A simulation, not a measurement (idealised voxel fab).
The process module presented herein is designated voxel double patterning.
Each square cell in cross-section cut measures 5 nm, and the section as a whole is 160 nm wide.
Cross-section layout: square cells on a grid; listed as bands, top to bottom; a band spans one or more cell rows. Each band's line starts with the height of the band's top and of its bottom, in nm. Then come its materials from left to right, each with its width in nm. One material with "full width" fills the band from edge to edge. "empty" is empty space. Ref level 0: as-received wafer is one material below here. Bottom band extends down with no lower bound ("0 down"). Width "30..40": first value at the band's top row of cells, second value at its bottom row, equal change from row to row. Where a step carries "remained the same", the cross-section came out of it unchanged, cell for cell. Empty spaces counting at least 8 cells and having no open way to the top are listed in "Closed void roster". The notation width x height at distance is used for each, the distance being from the left edge and all three values in nm. What comes after the settings on a step's line is commentary from the simulator itself on that step. overlay nm, on a step with a mask: how far to the right of its planned place the mask lay; to the left if negative.
-- Process steps (planned)
step 1: RECEIVE | material Si
step 2: CONFORMAL_DEP | material SiO2 | thk nm 5
step 3: DIRECTIONAL_DEP | material TiN | thk nm 10
step 4: DIRECTIONAL_DEP | material SiCN | thk nm 5
step 5: PATTERN | tone open | mask id FIRST | material resist | width nm 15 | pitch nm 50 | thk nm 20 | overlay nm 0
step 6: DIRECTIONAL_ETCH | etch materials SiCN | depth nm 5
step 7: STRIP | etch materials resist
step 8: PATTERN | tone open | mask id SECOND | material resist | width nm 15 | thk nm 20 | overlay nm 0
step 9: DIRECTIONAL_ETCH | etch materials SiCN | depth nm 5
step 10: STRIP | etch materials resist
step 11: DIRECTIONAL_ETCH | etch materials TiN | depth nm 10
step 12: STRIP | etch materials SiCN
-- Of two wafers, the first: run according to plan
-- Step 1 complete: cross-section of the wafer as received
- 0 down  Si full width
- Closed void roster: none
-- Cross-section of the wafer after step 2
- 5 to 0  SiO2 full width
- below 0: unchanged
-- Cross-section of the wafer after step 3
- 15 to 5  TiN full width
- below 5: unchanged
-- Cross-section of the wafer after step 4
- 20 to 15  SiCN full width
- below 15: unchanged
-- Cross-section of the wafer after step 5
- 40 to 20  resist 45 nm  empty 15 nm  resist 35 nm  empty 15 nm  resist 50 nm
- below 20: unchanged
-- Cross-section of the wafer after step 6
- 40 to 20  resist 45 nm  empty 15 nm  resist 35 nm  empty 15 nm  resist 50 nm
- 20 to 15  SiCN 45 nm  empty 15 nm  SiCN 35 nm  empty 15 nm  SiCN 50 nm
- below 15: unchanged
-- Cross-section of the wafer after step 7
- 20 to 15  SiCN 45 nm  empty 15 nm  SiCN 35 nm  empty 15 nm  SiCN 50 nm
- below 15: unchanged
-- Cross-section of the wafer after step 8
- 40 to 20  resist 70 nm  empty 15 nm  resist 75 nm
- 20 to 15  SiCN 45 nm  resist 15 nm  SiCN 35 nm  resist 15 nm  SiCN 50 nm
- below 15: unchanged
-- Cross-section of the wafer after step 9
- 40 to 20  resist 70 nm  empty 15 nm  resist 75 nm
- 20 to 15  SiCN 45 nm  resist 15 nm  SiCN 10 nm  empty 15 nm  SiCN 10 nm  resist 15 nm  SiCN 50 nm
- below 15: unchanged
-- Cross-section of the wafer after step 10
- 20 to 15  SiCN 45 nm  empty 15 nm  SiCN 10 nm  empty 15 nm  SiCN 10 nm  empty 15 nm  SiCN 50 nm
- below 15: unchanged
-- Cross-section of the wafer after step 11
- 20 to 15  SiCN 45 nm  empty 15 nm  SiCN 10 nm  empty 15 nm  SiCN 10 nm  empty 15 nm  SiCN 50 nm
- 15 to 5  TiN 45 nm  empty 15 nm  TiN 10 nm  empty 15 nm  TiN 10 nm  empty 15 nm  TiN 50 nm
- below 5: unchanged
-- Cross-section of the wafer after step 12
- 15 to 5  TiN 45 nm  empty 15 nm  TiN 10 nm  empty 15 nm  TiN 10 nm  empty 15 nm  TiN 50 nm
- below 5: unchanged
-- Second wafer, same starting conditions and recipe as the first, one mistake in executing it, nothing differs from the first up to and including step 8
-- Cross-section of the second wafer when, according to plan, step 9 should have finished
- 40 to 20  resist 70 nm  empty 15 nm  resist 75 nm
- 20 to 15  SiCN 45 nm  resist 15 nm  SiCN 10 nm  empty 15 nm  SiCN 10 nm  resist 15 nm  SiCN 50 nm
- below 15: unchanged
-- Cross-section of the second wafer when, according to plan, step 10 should have finished
- 20 to 15  SiCN 45 nm  empty 15 nm  SiCN 10 nm  empty 15 nm  SiCN 10 nm  empty 15 nm  SiCN 50 nm
- below 15: unchanged
-- Cross-section of the second wafer when, according to plan, step 11 should have finished
- 20 to 15  SiCN 45 nm  empty 15 nm  SiCN 10 nm  empty 15 nm  SiCN 10 nm  empty 15 nm  SiCN 50 nm
- 15 to 5  TiN 45 nm  empty 15 nm  TiN 10 nm  empty 15 nm  TiN 10 nm  empty 15 nm  TiN 50 nm
- below 5: unchanged
-- Cross-section of the second wafer when, according to plan, step 12 should have finished
- 15 to 5  TiN 45 nm  empty 15 nm  TiN 10 nm  empty 15 nm  TiN 10 nm  empty 15 nm  TiN 50 nm
- below 5: unchanged
What broke from the plan during processing? step 9 of the plan was executed twice over
The final cross-section is the same for the two wafers, so this model computes the same thing whether or not the mistake was made.
